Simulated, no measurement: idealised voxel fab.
Title: Process Module voxel self aligned vias
Square cell edge 5 nm, section width 170 nm, ID cut.
Notation: cross-section as square-cell grid; stated in bands, top first, going down; one or more cell rows per band. Band: top and bottom heights (nm) first, top before bottom; then materials from left to right, widths in nm. "full width" marks a sole material filling the band edge to edge. "blank" denotes empty space. Measure heights from 0. That's the level where, below it, the as-received wafer is all one material. The lowest band is bottomless and extends downward; write it as in "0 and below". Note: "30->40" means the width goes from the first number (top row of the band) to the second number (bottom row) in equal steps per row of cells. Step marked "remained the same"? Then no cell in the cross-section changed in it. Listed in "Closed void catalog": every empty space of 8 or more cells without an open way to the top. Form: width x height at distance, the distance being from the left edge, all in nm. Text after the settings on a step's line: the simulator's own remark on that step. "overlay nm", when on a step's line for a step with a mask, measures how far to the right of its planned place the mask lay; a negative measure means to the left.
[Planned process steps]
1. RECEIVE | material Si
2. CONFORMAL_DEP | material SiO2 | thk nm 15
3. CONFORMAL_DEP | material SiCN | thk nm 5
4. DIRECTIONAL_DEP | material lowk | thk nm 20
5. PATTERN | tone open | mask id LINES | material resist | width nm 20 | pitch nm 50 | thk nm 20 | overlay nm 0
6. DIRECTIONAL_ETCH | etch materials lowk | depth nm 20
7. STRIP | etch materials resist
8. CONFORMAL_DEP | material TiN | thk nm 5
9. FILL_DEP | material Ru | thk nm 5
10. CMP | height nm 40
11. SELECTIVE_ETCH | etch materials W Ru TiN | depth nm 5
12. FILL_DEP | material SiN | thk nm 10
13. CMP | height nm 40
14. DIRECTIONAL_DEP | material lowk | thk nm 15
15. MASKED_ETCH | tone open | mask id VIAS | width nm 30 | etch materials lowk | depth nm 15 | overlay nm 0
16. MASKED_ETCH | tone open | mask id VIAS | width nm 30 | etch materials SiN | depth nm 5 | overlay nm 0
17. CONFORMAL_DEP | material TiN | thk nm 5
18. FILL_DEP | material Ru | thk nm 10
19. CMP | height nm 55
20. CONFORMAL_DEP | material SiN | thk nm 5
[Step 1 complete: cross-section of the wafer as received]
    0 and below: Si full width
    Closed void catalog: none
[Module complete, cross-section. Starting point and plan per above. One mistake made in running the module]
    60 down to 55: SiN full width
    55 down to 45: lowk 40  TiN 5  Ru 30  TiN 5  lowk 90
    45 down to 40: lowk 40  TiN 15  Ru 10  TiN 15  lowk 90
    40 down to 35: lowk 50  TiN 20  lowk 30  SiN 20  lowk 50
    35 down to 25: lowk 50  TiN 5  Ru 10  TiN 5  lowk 30  TiN 5  Ru 10  TiN 5  lowk 50
    25 down to 20: lowk 50  TiN 20  lowk 30  TiN 20  lowk 50
    20 down to 15: SiCN full width
    15 down to 0: SiO2 full width
    0 and below: Si full width
    Closed void catalog: none
Against the plan, the run slipped here: step 15 was run on a setting that differed from the plan, and what really ran there is MASKED_ETCH | tone open | mask id VIAS | width nm 40 | etch materials lowk | depth nm 15 | overlay nm 0
